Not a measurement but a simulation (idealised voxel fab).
voxel self aligned contacts: a process module
Xsec cut, 260 nm wide, square cell size 5 nm.
Notation: cross-section as square-cell grid; stated in bands, top first, going down; one or more cell rows per band.
Per band: top height and bottom height in nm, followed by the left-to-right materials and their widths in nm; "everywhere" marks a single material spanning edge to edge, "air" marks empty space.
Height datum 0, below which the as-received substrate wafer is one material. Lowest band open at the bottom, running downward: "0 -> down".
Per-row width for "30->40": begins at first number (top row of band), ends at second number (bottom row), increment between rows held constant.
For the purposes of this document, the phrase "all unchanged" attached to a step denotes that no cell within the cross-section was modified by that step.
In "Catalogued sealed voids" the enclosed voids are listed, meaning empty spaces of 8 cells or larger without any opening to the top. The form is width x height at distance, distance from the left edge, units nm.
Where a step's line continues beyond its settings, the continuation is a remark by the simulator itself on that step.
"overlay nm" on a masked step: distance the mask lay right of its planned place, negative for left.

# Planned step list for the process
1) RECEIVE: material Si
2) OXIDIZE: depth nm 5
3) DIRECTIONAL_DEP: material polySi, thk nm 20
4) DIRECTIONAL_DEP: material SiN, thk nm 20
5) DIRECTIONAL_DEP: material aC, thk nm 15
6) PATTERN: tone cover, mask id GATE, material resist, width nm 25, pitch nm 50, thk nm 30, overlay nm 0
7) DIRECTIONAL_ETCH: etch materials aC, depth nm 15
8) STRIP: etch materials resist
9) DIRECTIONAL_ETCH: etch materials SiN, depth nm 20
10) DIRECTIONAL_ETCH: etch materials polySi, depth nm 20
11) STRIP: etch materials aC
12) CONFORMAL_DEP: material SiN, thk nm 5
13) DIRECTIONAL_ETCH: etch materials SiN, depth nm 5
14) FILL_DEP: material SiO2, thk nm 15
15) CMP: height nm 45
16) DIRECTIONAL_DEP: material aC, thk nm 15
17) PATTERN: tone open, mask id CONTACT, material resist, width nm 35, thk nm 30, overlay nm -15
18) DIRECTIONAL_ETCH: etch materials aC, depth nm 15
19) STRIP: etch materials resist
20) DIRECTIONAL_ETCH: etch materials SiO2, depth nm 50
21) STRIP: etch materials aC
22) CONFORMAL_DEP: material TiN, thk nm 5
23) FILL_DEP: material W, thk nm 5
24) CMP: height nm 45
25) CONFORMAL_DEP: material SiN, thk nm 5
Quick note for whoever runs this: the wafers start identical, but the overlay nm at step 17 isn't the same across them. The plan just shows what the first wafer had.

# The first of several wafers in cross-section, exactly as it reached us after step 1
0 -> down | Si everywhere
Catalogued sealed voids: none

# At the end of the module, after its last step, step 25, the first of several wafers appears in cross-section as follows
50 -> 45 | SiN everywhere
45 -> 40 | 95 nm SiO2  35 nm TiN  130 nm SiO2
40 -> 20 | 85 nm SiO2  35 nm SiN  10 nm TiN  5 nm SiO2  35 nm SiN  90 nm SiO2
20 -> 0 | 85 nm SiO2  5 nm SiN  25 nm polySi  5 nm SiN  10 nm TiN  5 nm SiO2  5 nm SiN  25 nm polySi  5 nm SiN  90 nm SiO2
0 -> -5 | 120 nm SiO2  10 nm TiN  130 nm SiO2
-5 -> down | Si everywhere
Catalogued sealed voids: none

# Last-wafer cross-section at the end of the module
50 -> 45 | SiN everywhere
45 -> 40 | 125 nm SiO2  35 nm TiN  100 nm SiO2
40 -> 20 | 85 nm SiO2  35 nm SiN  5 nm SiO2  10 nm TiN  35 nm SiN  90 nm SiO2
20 -> 0 | 85 nm SiO2  5 nm SiN  25 nm polySi  5 nm SiN  5 nm SiO2  10 nm TiN  5 nm SiN  25 nm polySi  5 nm SiN  90 nm SiO2
0 -> -5 | 125 nm SiO2  10 nm TiN  125 nm SiO2
-5 -> down | Si everywhere
Catalogued sealed voids: none

# Heads up, this table goes wafer by wafer. A row tells you, at the end of the module, how many cells of each material that wafer has put on (+) or dropped (-) since it was received, and then its closed voids
overlay nm -15, -52 Si, +124 SiN, +383 SiO2, +25 TiN, +40 polySi, Catalogued sealed voids: none
overlay nm -10, -52 Si, +124 SiN, +374 SiO2, +25 TiN, +9 W, +40 polySi, Catalogued sealed voids: none
overlay nm -5, -52 Si, +124 SiN, +374 SiO2, +25 TiN, +9 W, +40 polySi, Catalogued sealed voids: none
overlay nm 0, -52 Si, +124 SiN, +374 SiO2, +25 TiN, +9 W, +40 polySi, Catalogued sealed voids: none
overlay nm 5, -52 Si, +124 SiN, +374 SiO2, +25 TiN, +9 W, +40 polySi, Catalogued sealed voids: none
overlay nm 10, -52 Si, +124 SiN, +374 SiO2, +25 TiN, +9 W, +40 polySi, Catalogued sealed voids: none
overlay nm 15, -52 Si, +124 SiN, +383 SiO2, +25 TiN, +40 polySi, Catalogued sealed voids: none
